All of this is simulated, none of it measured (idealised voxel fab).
process module | voxel transistor to metal
cross-section cut | 280 nm wide | cells 5 nm
A cross-section is a grid of square cells, given in bands from the top down. A band is one or more rows of cells.
Each band's line starts with the height of the band's top and of its bottom, in nm. Then come its materials from left to right, each with its width in nm. One material with "throughout" fills the band from edge to edge. "air" is empty space.
Height 0 is the level under which the wafer as received is all one material. The lowest band goes on downwards, as in "0 down".
A width such as "30 to 40" changes by the same amount from each row of cells to the next, from the band's top row to its bottom row.
"no change" after a step means that no cell of the cross-section changed.
closed voids: empty space of 8 cells or more with no open way to the top, each as width x height at its distance from the left edge, in nm
after a step's settings: what the simulator itself notes on the step
overlay nm, on a step with a mask: how far to the right of its planned place the mask lay; to the left if negative
Each pair below shows a cross-section before one step and the cross-section after it, down to the lowest band that changed. The line under each pair gives the step between them, with its settings. The pairs can come from different runs of this module on the same starting wafer, so a pair continues from the pair above only where its "before" says so.
before
  20 to 10: SiO2 throughout
  10 to 5: SiO2 50 | SiN 5 | TiN 5 | HfO2 5 | W 10 | HfO2 5 | TiN 5 | SiN 5 | SiO2 95 | SiN 5 | TiN 5 | HfO2 5 | W 10 | HfO2 5 | TiN 5 | SiN 5 | SiO2 55
  5 to 0: SiO2 35 | SiGe 15 | SiN 5 | TiN 5 | HfO2 5 | W 10 | HfO2 5 | TiN 5 | SiN 5 | SiGe 15 | SiO2 65 | SiGe 15 | SiN 5 | TiN 5 | HfO2 5 | W 10 | HfO2 5 | TiN 5 | SiN 5 | SiGe 15 | SiO2 40
  0 to -5: SiO2 35 | SiGe 15 | SiN 5 | TiN 5 | HfO2 20 | TiN 5 | SiN 5 | SiGe 15 | SiO2 65 | SiGe 15 | SiN 5 | TiN 5 | HfO2 20 | TiN 5 | SiN 5 | SiGe 15 | SiO2 40
  -5 to -10: SiO2 35 | SiGe 15 | TiN 40 | SiGe 15 | SiO2 65 | SiGe 15 | TiN 40 | SiGe 15 | SiO2 40
  -10 to -25: SiO2 15 | SiGe 35 | Si 40 | SiGe 35 | SiO2 25 | SiGe 35 | Si 40 | SiGe 35 | SiO2 20
  -25 to -40: SiO2 15 | Si 110 | SiO2 25 | Si 110 | SiO2 20
  -40 down: Si throughout
  closed voids: none
after
  20 to 10: SiO2 20 | air 20 | SiO2 60 | air 20 | SiO2 35 | air 20 | SiO2 60 | air 20 | SiO2 25
  10 to 5: SiO2 20 | air 20 | SiO2 10 | SiN 5 | TiN 5 | HfO2 5 | W 10 | HfO2 5 | TiN 5 | SiN 5 | SiO2 10 | air 20 | SiO2 35 | air 20 | SiO2 10 | SiN 5 | TiN 5 | HfO2 5 | W 10 | HfO2 5 | TiN 5 | SiN 5 | SiO2 10 | air 20 | SiO2 25
  5 to 0: SiO2 20 | air 15 | SiGe 15 | SiN 5 | TiN 5 | HfO2 5 | W 10 | HfO2 5 | TiN 5 | SiN 5 | SiGe 15 | air 15 | SiO2 35 | air 15 | SiGe 15 | SiN 5 | TiN 5 | HfO2 5 | W 10 | HfO2 5 | TiN 5 | SiN 5 | SiGe 15 | air 15 | SiO2 25
  0 to -5: SiO2 20 | air 15 | SiGe 15 | SiN 5 | TiN 5 | HfO2 20 | TiN 5 | SiN 5 | SiGe 15 | air 15 | SiO2 35 | air 15 | SiGe 15 | SiN 5 | TiN 5 | HfO2 20 | TiN 5 | SiN 5 | SiGe 15 | air 15 | SiO2 25
  -5 to -10: SiO2 20 | air 15 | SiGe 15 | TiN 40 | SiGe 15 | air 15 | SiO2 35 | air 15 | SiGe 15 | TiN 40 | SiGe 15 | air 15 | SiO2 25
  below -10: unchanged
  closed voids: none
the step between: op MASKED_ETCH | tone open | mask id CONTACT | width nm 20 | etch materials SiO2 | depth nm 30 | overlay nm 0
before: the cross-section after the pair above
after
  25 to 20: TiN 25 | air 10 | TiN 70 | air 10 | TiN 45 | air 10 | TiN 70 | air 10 | TiN 30
  20 to 10: SiO2 20 | TiN 5 | air 10 | TiN 5 | SiO2 60 | TiN 5 | air 10 | TiN 5 | SiO2 35 | TiN 5 | air 10 | TiN 5 | SiO2 60 | TiN 5 | air 10 | TiN 5 | SiO2 25
  10 to 5: SiO2 20 | TiN 5 | air 5 | TiN 10 | SiO2 10 | SiN 5 | TiN 5 | HfO2 5 | W 10 | HfO2 5 | TiN 5 | SiN 5 | SiO2 10 | TiN 10 | air 5 | TiN 5 | SiO2 35 | TiN 5 | air 5 | TiN 10 | SiO2 10 | SiN 5 | TiN 5 | HfO2 5 | W 10 | HfO2 5 | TiN 5 | SiN 5 | SiO2 10 | TiN 10 | air 5 | TiN 5 | SiO2 25
  5 to 0: SiO2 20 | TiN 5 | air 5 | TiN 5 | SiGe 15 | SiN 5 | TiN 5 | HfO2 5 | W 10 | HfO2 5 | TiN 5 | SiN 5 | SiGe 15 | TiN 5 | air 5 | TiN 5 | SiO2 35 | TiN 5 | air 5 | TiN 5 | SiGe 15 | SiN 5 | TiN 5 | HfO2 5 | W 10 | HfO2 5 | TiN 5 | SiN 5 | SiGe 15 | TiN 5 | air 5 | TiN 5 | SiO2 25
  0 to -5: SiO2 20 | TiN 5 | air 5 | TiN 5 | SiGe 15 | SiN 5 | TiN 5 | HfO2 20 | TiN 5 | SiN 5 | SiGe 15 | TiN 5 | air 5 | TiN 5 | SiO2 35 | TiN 5 | air 5 | TiN 5 | SiGe 15 | SiN 5 | TiN 5 | HfO2 20 | TiN 5 | SiN 5 | SiGe 15 | TiN 5 | air 5 | TiN 5 | SiO2 25
  -5 to -10: SiO2 20 | TiN 15 | SiGe 15 | TiN 40 | SiGe 15 | TiN 15 | SiO2 35 | TiN 15 | SiGe 15 | TiN 40 | SiGe 15 | TiN 15 | SiO2 25
  below -10: unchanged
  closed voids: none
the step between: op CONFORMAL_DEP | material TiN | thk nm 5
before: the cross-section after the pair above
after
  30 to 25: W throughout
  25 to 20: TiN 25 | W 10 | TiN 70 | W 10 | TiN 45 | W 10 | TiN 70 | W 10 | TiN 30
  20 to 10: SiO2 20 | TiN 5 | W 10 | TiN 5 | SiO2 60 | TiN 5 | W 10 | TiN 5 | SiO2 35 | TiN 5 | W 10 | TiN 5 | SiO2 60 | TiN 5 | W 10 | TiN 5 | SiO2 25
  10 to 5: SiO2 20 | TiN 5 | W 5 | TiN 10 | SiO2 10 | SiN 5 | TiN 5 | HfO2 5 | W 10 | HfO2 5 | TiN 5 | SiN 5 | SiO2 10 | TiN 10 | W 5 | TiN 5 | SiO2 35 | TiN 5 | W 5 | TiN 10 | SiO2 10 | SiN 5 | TiN 5 | HfO2 5 | W 10 | HfO2 5 | TiN 5 | SiN 5 | SiO2 10 | TiN 10 | W 5 | TiN 5 | SiO2 25
  5 to 0: SiO2 20 | TiN 5 | W 5 | TiN 5 | SiGe 15 | SiN 5 | TiN 5 | HfO2 5 | W 10 | HfO2 5 | TiN 5 | SiN 5 | SiGe 15 | TiN 5 | W 5 | TiN 5 | SiO2 35 | TiN 5 | W 5 | TiN 5 | SiGe 15 | SiN 5 | TiN 5 | HfO2 5 | W 10 | HfO2 5 | TiN 5 | SiN 5 | SiGe 15 | TiN 5 | W 5 | TiN 5 | SiO2 25
  0 to -5: SiO2 20 | TiN 5 | W 5 | TiN 5 | SiGe 15 | SiN 5 | TiN 5 | HfO2 20 | TiN 5 | SiN 5 | SiGe 15 | TiN 5 | W 5 | TiN 5 | SiO2 35 | TiN 5 | W 5 | TiN 5 | SiGe 15 | SiN 5 | TiN 5 | HfO2 20 | TiN 5 | SiN 5 | SiGe 15 | TiN 5 | W 5 | TiN 5 | SiO2 25
  below -5: unchanged
  closed voids: none
the step between: op FILL_DEP | material W | thk nm 5
before: the cross-section after the pair above
after
  20 to 10: SiO2 20 | TiN 5 | W 10 | TiN 5 | SiO2 60 | TiN 5 | W 10 | TiN 5 | SiO2 35 | TiN 5 | W 10 | TiN 5 | SiO2 60 | TiN 5 | W 10 | TiN 5 | SiO2 25
  below 10: unchanged
  closed voids: none
the step between: op CMP | height nm 20
before: the cross-section after the pair above
after
  25 to 20: TiN throughout
  below 20: unchanged
  closed voids: none
the step between: op DIRECTIONAL_DEP | material TiN | thk nm 5
before: the cross-section after the pair above
after
  45 to 25: W throughout
  below 25: unchanged
  closed voids: none
the step between: op DIRECTIONAL_DEP | material W | thk nm 20
before: the cross-section after the pair above
after
  65 to 45: air 20 | resist 20 | air 60 | resist 20 | air 35 | resist 20 | air 60 | resist 20 | air 25
  below 45: unchanged
  closed voids: none
the step between: op PATTERN | tone cover | mask id METAL_1 | material resist | width nm 20 | thk nm 20 | overlay nm 0
before: the cross-section after the pair above
after
  65 to 45: air 20 | resist 20 | air 60 | resist 20 | air 35 | resist 20 | air 60 | resist 20 | air 25
  45 to 25: air 20 | W 20 | air 60 | W 20 | air 35 | W 20 | air 60 | W 20 | air 25
  below 25: unchanged
  closed voids: none
the step between: op DIRECTIONAL_ETCH | etch materials W | depth nm 20
before: the cross-section after the pair above
after
  65 to 45: air 20 | resist 20 | air 60 | resist 20 | air 35 | resist 20 | air 60 | resist 20 | air 25
  45 to 25: air 20 | W 20 | air 60 | W 20 | air 35 | W 20 | air 60 | W 20 | air 25
  25 to 20: air 20 | TiN 20 | air 60 | TiN 20 | air 35 | TiN 20 | air 60 | TiN 20 | air 25
  below 20: unchanged
  closed voids: none
the step between: op DIRECTIONAL_ETCH | etch materials TiN | depth nm 5
before: the cross-section after the pair above
after
  45 to 25: air 20 | W 20 | air 60 | W 20 | air 35 | W 20 | air 60 | W 20 | air 25
  below 25: unchanged
  closed voids: none
the step between: op STRIP | etch materials resist
before: the cross-section after the pair above
after
  50 to 45: air 15 | SiCN 30 | air 50 | SiCN 30 | air 25 | SiCN 30 | air 50 | SiCN 30 | air 20
  45 to 25: air 15 | SiCN 5 | W 20 | SiCN 5 | air 50 | SiCN 5 | W 20 | SiCN 5 | air 25 | SiCN 5 | W 20 | SiCN 5 | air 50 | SiCN 5 | W 20 | SiCN 5 | air 20
  25 to 20: SiCN 20 | TiN 20 | SiCN 60 | TiN 20 | SiCN 35 | TiN 20 | SiCN 60 | TiN 20 | SiCN 25
  below 20: unchanged
  closed voids: none
the step between: op CONFORMAL_DEP | material SiCN | thk nm 5
before: the cross-section after the pair above
after
  55 to 50: SiO2 throughout
  50 to 45: SiO2 15 | SiCN 30 | SiO2 50 | SiCN 30 | SiO2 25 | SiCN 30 | SiO2 50 | SiCN 30 | SiO2 20
  45 to 25: SiO2 15 | SiCN 5 | W 20 | SiCN 5 | SiO2 50 | SiCN 5 | W 20 | SiCN 5 | SiO2 25 | SiCN 5 | W 20 | SiCN 5 | SiO2 50 | SiCN 5 | W 20 | SiCN 5 | SiO2 20
  below 25: unchanged
  closed voids: none
the step between: op FILL_DEP | material SiO2 | thk nm 5
before: the cross-section after the pair above
after
  45 to 25: SiO2 15 | SiCN 5 | W 20 | SiCN 5 | SiO2 50 | SiCN 5 | W 20 | SiCN 5 | SiO2 25 | SiCN 5 | W 20 | SiCN 5 | SiO2 50 | SiCN 5 | W 20 | SiCN 5 | SiO2 20
  below 25: unchanged
  closed voids: none
the step between: op CMP | height nm 45
before: the cross-section after the pair above
after
  50 to 45: SiN throughout
  below 45: unchanged
  closed voids: none
the step between: op CONFORMAL_DEP | material SiN | thk nm 5
before
  25 to 15: air 50 | SiN 5 | SiCN 30 | SiN 5 | air 95 | SiN 5 | SiCN 30 | SiN 5 | air 55
  15 to -5: air 50 | SiN 5 | polySi 30 | SiN 5 | air 95 | SiN 5 | polySi 30 | SiN 5 | air 55
  -5 to -10: air 50 | SiO2 40 | air 95 | SiO2 40 | air 55
  -10 to -40: SiO2 15 | Si 110 | SiO2 25 | Si 110 | SiO2 20
  -40 down: Si throughout
  closed voids: none
after
  25 to 15: air 50 | SiN 5 | SiCN 30 | SiN 5 | air 95 | SiN 5 | SiCN 30 | SiN 5 | air 55
  15 to -5: air 50 | SiN 5 | polySi 30 | SiN 5 | air 95 | SiN 5 | polySi 30 | SiN 5 | air 55
  -5 to -10: air 50 | SiO2 40 | air 95 | SiO2 40 | air 55
  -10 to -30: SiO2 15 | air 35 | Si 40 | air 35 | SiO2 25 | air 35 | Si 40 | air 35 | SiO2 20
  below -30: unchanged
  closed voids: none
the step between: op DIRECTIONAL_ETCH | etch materials Si | depth nm 20
before: the cross-section after the pair above
after
  25 to 15: air 50 | SiN 5 | SiCN 30 | SiN 5 | air 95 | SiN 5 | SiCN 30 | SiN 5 | air 55
  15 to 5: air 50 | SiN 5 | polySi 30 | SiN 5 | air 95 | SiN 5 | polySi 30 | SiN 5 | air 55
  5 to -5: air 35 | SiGe 15 | SiN 5 | polySi 30 | SiN 5 | SiGe 15 | air 65 | SiGe 15 | SiN 5 | polySi 30 | SiN 5 | SiGe 15 | air 40
  -5 to -10: air 35 | SiGe 15 | SiO2 40 | SiGe 15 | air 65 | SiGe 15 | SiO2 40 | SiGe 15 | air 40
  -10 to -15: SiO2 15 | air 20 | SiGe 15 | Si 40 | SiGe 15 | air 20 | SiO2 25 | air 20 | SiGe 15 | Si 40 | SiGe 15 | air 20 | SiO2 20
  -15 to -30: SiO2 15 | SiGe 35 | Si 40 | SiGe 35 | SiO2 25 | SiGe 35 | Si 40 | SiGe 35 | SiO2 20
  below -30: unchanged
  closed voids: none
the step between: op EPI | material SiGe | thk nm 15
before: the cross-section after the pair above
after
  35 to 25: SiO2 throughout
  25 to 15: SiO2 50 | SiN 5 | SiCN 30 | SiN 5 | SiO2 95 | SiN 5 | SiCN 30 | SiN 5 | SiO2 55
  15 to 5: SiO2 50 | SiN 5 | polySi 30 | SiN 5 | SiO2 95 | SiN 5 | polySi 30 | SiN 5 | SiO2 55
  5 to -5: SiO2 35 | SiGe 15 | SiN 5 | polySi 30 | SiN 5 | SiGe 15 | SiO2 65 | SiGe 15 | SiN 5 | polySi 30 | SiN 5 | SiGe 15 | SiO2 40
  -5 to -10: SiO2 35 | SiGe 15 | SiO2 40 | SiGe 15 | SiO2 65 | SiGe 15 | SiO2 40 | SiGe 15 | SiO2 40
  -10 to -15: SiO2 35 | SiGe 15 | Si 40 | SiGe 15 | SiO2 65 | SiGe 15 | Si 40 | SiGe 15 | SiO2 40
  below -15: unchanged
  closed voids: none
the step between: op FILL_DEP | material SiO2 | thk nm 10
before: the cross-section after the pair above
after
  15 to 5: SiO2 50 | SiN 5 | polySi 30 | SiN 5 | SiO2 95 | SiN 5 | polySi 30 | SiN 5 | SiO2 55
  below 5: unchanged
  closed voids: none
the step between: op CMP | height nm 15
before: the cross-section after the pair above
after
  15 to 5: SiO2 50 | SiN 5 | air 30 | SiN 5 | SiO2 95 | SiN 5 | air 30 | SiN 5 | SiO2 55
  5 to -5: SiO2 35 | SiGe 15 | SiN 5 | air 30 | SiN 5 | SiGe 15 | SiO2 65 | SiGe 15 | SiN 5 | air 30 | SiN 5 | SiGe 15 | SiO2 40
  below -5: unchanged
  closed voids: none
the step between: op STRIP | etch materials polySi
before: the cross-section after the pair above
after
  15 to 10: air 50 | SiN 5 | air 30 | SiN 5 | air 95 | SiN 5 | air 30 | SiN 5 | air 55
  10 to 5: SiO2 50 | SiN 5 | air 30 | SiN 5 | SiO2 95 | SiN 5 | air 30 | SiN 5 | SiO2 55
  5 to -5: SiO2 35 | SiGe 15 | SiN 5 | air 30 | SiN 5 | SiGe 15 | SiO2 65 | SiGe 15 | SiN 5 | air 30 | SiN 5 | SiGe 15 | SiO2 40
  -5 to -10: SiO2 35 | SiGe 15 | air 40 | SiGe 15 | SiO2 65 | SiGe 15 | air 40 | SiGe 15 | SiO2 40
  below -10: unchanged
  closed voids: none
the step between: op SELECTIVE_ETCH | etch materials SiO2 | depth nm 5
before: the cross-section after the pair above
after
  20 to 15: air 45 | HfO2 15 | air 20 | HfO2 15 | air 85 | HfO2 15 | air 20 | HfO2 15 | air 50
  15 to 10: HfO2 50 | SiN 5 | HfO2 5 | air 20 | HfO2 5 | SiN 5 | HfO2 95 | SiN 5 | HfO2 5 | air 20 | HfO2 5 | SiN 5 | HfO2 55
  10 to 5: SiO2 50 | SiN 5 | HfO2 5 | air 20 | HfO2 5 | SiN 5 | SiO2 95 | SiN 5 | HfO2 5 | air 20 | HfO2 5 | SiN 5 | SiO2 55
  5 to -5: SiO2 35 | SiGe 15 | SiN 5 | HfO2 5 | air 20 | HfO2 5 | SiN 5 | SiGe 15 | SiO2 65 | SiGe 15 | SiN 5 | HfO2 5 | air 20 | HfO2 5 | SiN 5 | SiGe 15 | SiO2 40
  -5 to -10: SiO2 35 | SiGe 15 | HfO2 40 | SiGe 15 | SiO2 65 | SiGe 15 | HfO2 40 | SiGe 15 | SiO2 40
  below -10: unchanged
  closed voids: none
the step between: op CONFORMAL_DEP | material HfO2 | thk nm 5
before: the cross-section after the pair above
after
  25 to 20: air 40 | TiN 25 | air 10 | TiN 25 | air 75 | TiN 25 | air 10 | TiN 25 | air 45
  20 to 15: TiN 45 | HfO2 15 | TiN 5 | air 10 | TiN 5 | HfO2 15 | TiN 85 | HfO2 15 | TiN 5 | air 10 | TiN 5 | HfO2 15 | TiN 50
  15 to 10: HfO2 50 | SiN 5 | HfO2 5 | TiN 5 | air 10 | TiN 5 | HfO2 5 | SiN 5 | HfO2 95 | SiN 5 | HfO2 5 | TiN 5 | air 10 | TiN 5 | HfO2 5 | SiN 5 | HfO2 55
  10 to 5: SiO2 50 | SiN 5 | HfO2 5 | TiN 5 | air 10 | TiN 5 | HfO2 5 | SiN 5 | SiO2 95 | SiN 5 | HfO2 5 | TiN 5 | air 10 | TiN 5 | HfO2 5 | SiN 5 | SiO2 55
  5 to 0: SiO2 35 | SiGe 15 | SiN 5 | HfO2 5 | TiN 5 | air 10 | TiN 5 | HfO2 5 | SiN 5 | SiGe 15 | SiO2 65 | SiGe 15 | SiN 5 | HfO2 5 | TiN 5 | air 10 | TiN 5 | HfO2 5 | SiN 5 | SiGe 15 | SiO2 40
  0 to -5: SiO2 35 | SiGe 15 | SiN 5 | HfO2 5 | TiN 20 | HfO2 5 | SiN 5 | SiGe 15 | SiO2 65 | SiGe 15 | SiN 5 | HfO2 5 | TiN 20 | HfO2 5 | SiN 5 | SiGe 15 | SiO2 40
  below -5: unchanged
  closed voids: none
the step between: op CONFORMAL_DEP | material TiN | thk nm 5
before: the cross-section after the pair above
after
  30 to 25: W throughout
  25 to 20: W 40 | TiN 25 | W 10 | TiN 25 | W 75 | TiN 25 | W 10 | TiN 25 | W 45
  20 to 15: TiN 45 | HfO2 15 | TiN 5 | W 10 | TiN 5 | HfO2 15 | TiN 85 | HfO2 15 | TiN 5 | W 10 | TiN 5 | HfO2 15 | TiN 50
  15 to 10: HfO2 50 | SiN 5 | HfO2 5 | TiN 5 | W 10 | TiN 5 | HfO2 5 | SiN 5 | HfO2 95 | SiN 5 | HfO2 5 | TiN 5 | W 10 | TiN 5 | HfO2 5 | SiN 5 | HfO2 55
  10 to 5: SiO2 50 | SiN 5 | HfO2 5 | TiN 5 | W 10 | TiN 5 | HfO2 5 | SiN 5 | SiO2 95 | SiN 5 | HfO2 5 | TiN 5 | W 10 | TiN 5 | HfO2 5 | SiN 5 | SiO2 55
  5 to 0: SiO2 35 | SiGe 15 | SiN 5 | HfO2 5 | TiN 5 | W 10 | TiN 5 | HfO2 5 | SiN 5 | SiGe 15 | SiO2 65 | SiGe 15 | SiN 5 | HfO2 5 | TiN 5 | W 10 | TiN 5 | HfO2 5 | SiN 5 | SiGe 15 | SiO2 40
  below 0: unchanged
  closed voids: none
the step between: op FILL_DEP | material W | thk nm 5
before: the cross-section after the pair above
after
  10 to 5: SiO2 50 | SiN 5 | HfO2 5 | TiN 5 | W 10 | TiN 5 | HfO2 5 | SiN 5 | SiO2 95 | SiN 5 | HfO2 5 | TiN 5 | W 10 | TiN 5 | HfO2 5 | SiN 5 | SiO2 55
  below 5: unchanged
  closed voids: none
the step between: op CMP | height nm 10
before: the cross-section after the pair above
after
  20 to 10: SiO2 throughout
  below 10: unchanged
  closed voids: none
the step between: op DIRECTIONAL_DEP | material SiO2 | thk nm 10
before: the cross-section after the pair above
after
  20 to 10: SiO2 20 | air 20 | SiO2 60 | air 20 | SiO2 35 | air 20 | SiO2 60 | air 20 | SiO2 25
  10 to 5: SiO2 20 | air 20 | SiO2 10 | SiN 5 | HfO2 5 | TiN 5 | W 10 | TiN 5 | HfO2 5 | SiN 5 | SiO2 10 | air 20 | SiO2 35 | air 20 | SiO2 10 | SiN 5 | HfO2 5 | TiN 5 | W 10 | TiN 5 | HfO2 5 | SiN 5 | SiO2 10 | air 20 | SiO2 25
  5 to 0: SiO2 20 | air 15 | SiGe 15 | SiN 5 | HfO2 5 | TiN 5 | W 10 | TiN 5 | HfO2 5 | SiN 5 | SiGe 15 | air 15 | SiO2 35 | air 15 | SiGe 15 | SiN 5 | HfO2 5 | TiN 5 | W 10 | TiN 5 | HfO2 5 | SiN 5 | SiGe 15 | air 15 | SiO2 25
  0 to -5: SiO2 20 | air 15 | SiGe 15 | SiN 5 | HfO2 5 | TiN 20 | HfO2 5 | SiN 5 | SiGe 15 | air 15 | SiO2 35 | air 15 | SiGe 15 | SiN 5 | HfO2 5 | TiN 20 | HfO2 5 | SiN 5 | SiGe 15 | air 15 | SiO2 25
  -5 to -10: SiO2 20 | air 15 | SiGe 15 | HfO2 40 | SiGe 15 | air 15 | SiO2 35 | air 15 | SiGe 15 | HfO2 40 | SiGe 15 | air 15 | SiO2 25
  below -10: unchanged
  closed voids: none
the step between: op MASKED_ETCH | tone open | mask id CONTACT | width nm 20 | etch materials SiO2 | depth nm 30 | overlay nm 0
before: the cross-section after the pair above
after
  25 to 20: TiN 25 | air 10 | TiN 70 | air 10 | TiN 45 | air 10 | TiN 70 | air 10 | TiN 30
  20 to 10: SiO2 20 | TiN 5 | air 10 | TiN 5 | SiO2 60 | TiN 5 | air 10 | TiN 5 | SiO2 35 | TiN 5 | air 10 | TiN 5 | SiO2 60 | TiN 5 | air 10 | TiN 5 | SiO2 25
  10 to 5: SiO2 20 | TiN 5 | air 5 | TiN 10 | SiO2 10 | SiN 5 | HfO2 5 | TiN 5 | W 10 | TiN 5 | HfO2 5 | SiN 5 | SiO2 10 | TiN 10 | air 5 | TiN 5 | SiO2 35 | TiN 5 | air 5 | TiN 10 | SiO2 10 | SiN 5 | HfO2 5 | TiN 5 | W 10 | TiN 5 | HfO2 5 | SiN 5 | SiO2 10 | TiN 10 | air 5 | TiN 5 | SiO2 25
  5 to 0: SiO2 20 | TiN 5 | air 5 | TiN 5 | SiGe 15 | SiN 5 | HfO2 5 | TiN 5 | W 10 | TiN 5 | HfO2 5 | SiN 5 | SiGe 15 | TiN 5 | air 5 | TiN 5 | SiO2 35 | TiN 5 | air 5 | TiN 5 | SiGe 15 | SiN 5 | HfO2 5 | TiN 5 | W 10 | TiN 5 | HfO2 5 | SiN 5 | SiGe 15 | TiN 5 | air 5 | TiN 5 | SiO2 25
  0 to -5: SiO2 20 | TiN 5 | air 5 | TiN 5 | SiGe 15 | SiN 5 | HfO2 5 | TiN 20 | HfO2 5 | SiN 5 | SiGe 15 | TiN 5 | air 5 | TiN 5 | SiO2 35 | TiN 5 | air 5 | TiN 5 | SiGe 15 | SiN 5 | HfO2 5 | TiN 20 | HfO2 5 | SiN 5 | SiGe 15 | TiN 5 | air 5 | TiN 5 | SiO2 25
  -5 to -10: SiO2 20 | TiN 15 | SiGe 15 | HfO2 40 | SiGe 15 | TiN 15 | SiO2 35 | TiN 15 | SiGe 15 | HfO2 40 | SiGe 15 | TiN 15 | SiO2 25
  below -10: unchanged
  closed voids: none
the step between: op CONFORMAL_DEP | material TiN | thk nm 5
before: the cross-section after the pair above
after
  30 to 25: W throughout
  25 to 20: TiN 25 | W 10 | TiN 70 | W 10 | TiN 45 | W 10 | TiN 70 | W 10 | TiN 30
  20 to 10: SiO2 20 | TiN 5 | W 10 | TiN 5 | SiO2 60 | TiN 5 | W 10 | TiN 5 | SiO2 35 | TiN 5 | W 10 | TiN 5 | SiO2 60 | TiN 5 | W 10 | TiN 5 | SiO2 25
  10 to 5: SiO2 20 | TiN 5 | W 5 | TiN 10 | SiO2 10 | SiN 5 | HfO2 5 | TiN 5 | W 10 | TiN 5 | HfO2 5 | SiN 5 | SiO2 10 | TiN 10 | W 5 | TiN 5 | SiO2 35 | TiN 5 | W 5 | TiN 10 | SiO2 10 | SiN 5 | HfO2 5 | TiN 5 | W 10 | TiN 5 | HfO2 5 | SiN 5 | SiO2 10 | TiN 10 | W 5 | TiN 5 | SiO2 25
  5 to 0: SiO2 20 | TiN 5 | W 5 | TiN 5 | SiGe 15 | SiN 5 | HfO2 5 | TiN 5 | W 10 | TiN 5 | HfO2 5 | SiN 5 | SiGe 15 | TiN 5 | W 5 | TiN 5 | SiO2 35 | TiN 5 | W 5 | TiN 5 | SiGe 15 | SiN 5 | HfO2 5 | TiN 5 | W 10 | TiN 5 | HfO2 5 | SiN 5 | SiGe 15 | TiN 5 | W 5 | TiN 5 | SiO2 25
  0 to -5: SiO2 20 | TiN 5 | W 5 | TiN 5 | SiGe 15 | SiN 5 | HfO2 5 | TiN 20 | HfO2 5 | SiN 5 | SiGe 15 | TiN 5 | W 5 | TiN 5 | SiO2 35 | TiN 5 | W 5 | TiN 5 | SiGe 15 | SiN 5 | HfO2 5 | TiN 20 | HfO2 5 | SiN 5 | SiGe 15 | TiN 5 | W 5 | TiN 5 | SiO2 25
  below -5: unchanged
  closed voids: none
the step between: op FILL_DEP | material W | thk nm 5
before: the cross-section after the pair above
after
  20 to 10: SiO2 20 | TiN 5 | W 10 | TiN 5 | SiO2 60 | TiN 5 | W 10 | TiN 5 | SiO2 35 | TiN 5 | W 10 | TiN 5 | SiO2 60 | TiN 5 | W 10 | TiN 5 | SiO2 25
  below 10: unchanged
  closed voids: none
the step between: op CMP | height nm 20
before: the cross-section after the pair above
after
  25 to 20: TiN throughout
  below 20: unchanged
  closed voids: none
the step between: op DIRECTIONAL_DEP | material TiN | thk nm 5
before: the cross-section after the pair above
after
  45 to 25: W throughout
  below 25: unchanged
  closed voids: none
the step between: op DIRECTIONAL_DEP | material W | thk nm 20
before: the cross-section after the pair above
after
  65 to 45: air 20 | resist 20 | air 60 | resist 20 | air 35 | resist 20 | air 60 | resist 20 | air 25
  below 45: unchanged
  closed voids: none
the step between: op PATTERN | tone cover | mask id METAL_1 | material resist | width nm 20 | thk nm 20 | overlay nm 0
before: the cross-section after the pair above
after
  65 to 45: air 20 | resist 20 | air 60 | resist 20 | air 35 | resist 20 | air 60 | resist 20 | air 25
  45 to 25: air 20 | W 20 | air 60 | W 20 | air 35 | W 20 | air 60 | W 20 | air 25
  below 25: unchanged
  closed voids: none
the step between: op DIRECTIONAL_ETCH | etch materials W | depth nm 20
before: the cross-section after the pair above
after
  65 to 45: air 20 | resist 20 | air 60 | resist 20 | air 35 | resist 20 | air 60 | resist 20 | air 25
  45 to 25: air 20 | W 20 | air 60 | W 20 | air 35 | W 20 | air 60 | W 20 | air 25
  25 to 20: air 20 | TiN 20 | air 60 | TiN 20 | air 35 | TiN 20 | air 60 | TiN 20 | air 25
  below 20: unchanged
  closed voids: none
the step between: op DIRECTIONAL_ETCH | etch materials TiN | depth nm 5
before: the cross-section after the pair above
after
  45 to 25: air 20 | W 20 | air 60 | W 20 | air 35 | W 20 | air 60 | W 20 | air 25
  below 25: unchanged
  closed voids: none
the step between: op STRIP | etch materials resist
before: the cross-section after the pair above
after
  50 to 45: air 15 | SiCN 30 | air 50 | SiCN 30 | air 25 | SiCN 30 | air 50 | SiCN 30 | air 20
  45 to 25: air 15 | SiCN 5 | W 20 | SiCN 5 | air 50 | SiCN 5 | W 20 | SiCN 5 | air 25 | SiCN 5 | W 20 | SiCN 5 | air 50 | SiCN 5 | W 20 | SiCN 5 | air 20
  25 to 20: SiCN 20 | TiN 20 | SiCN 60 | TiN 20 | SiCN 35 | TiN 20 | SiCN 60 | TiN 20 | SiCN 25
  below 20: unchanged
  closed voids: none
the step between: op CONFORMAL_DEP | material SiCN | thk nm 5
before: the cross-section after the pair above
after
  55 to 50: SiO2 throughout
  50 to 45: SiO2 15 | SiCN 30 | SiO2 50 | SiCN 30 | SiO2 25 | SiCN 30 | SiO2 50 | SiCN 30 | SiO2 20
  45 to 25: SiO2 15 | SiCN 5 | W 20 | SiCN 5 | SiO2 50 | SiCN 5 | W 20 | SiCN 5 | SiO2 25 | SiCN 5 | W 20 | SiCN 5 | SiO2 50 | SiCN 5 | W 20 | SiCN 5 | SiO2 20
  below 25: unchanged
  closed voids: none
the step between: op FILL_DEP | material SiO2 | thk nm 5
before: the cross-section after the pair above
after
  45 to 25: SiO2 15 | SiCN 5 | W 20 | SiCN 5 | SiO2 50 | SiCN 5 | W 20 | SiCN 5 | SiO2 25 | SiCN 5 | W 20 | SiCN 5 | SiO2 50 | SiCN 5 | W 20 | SiCN 5 | SiO2 20
  below 25: unchanged
  closed voids: none
the step between: op CMP | height nm 45
before: the cross-section after the pair above
after
  50 to 45: SiN throughout
  below 45: unchanged
  closed voids: none
the step between: op CONFORMAL_DEP | material SiN | thk nm 5
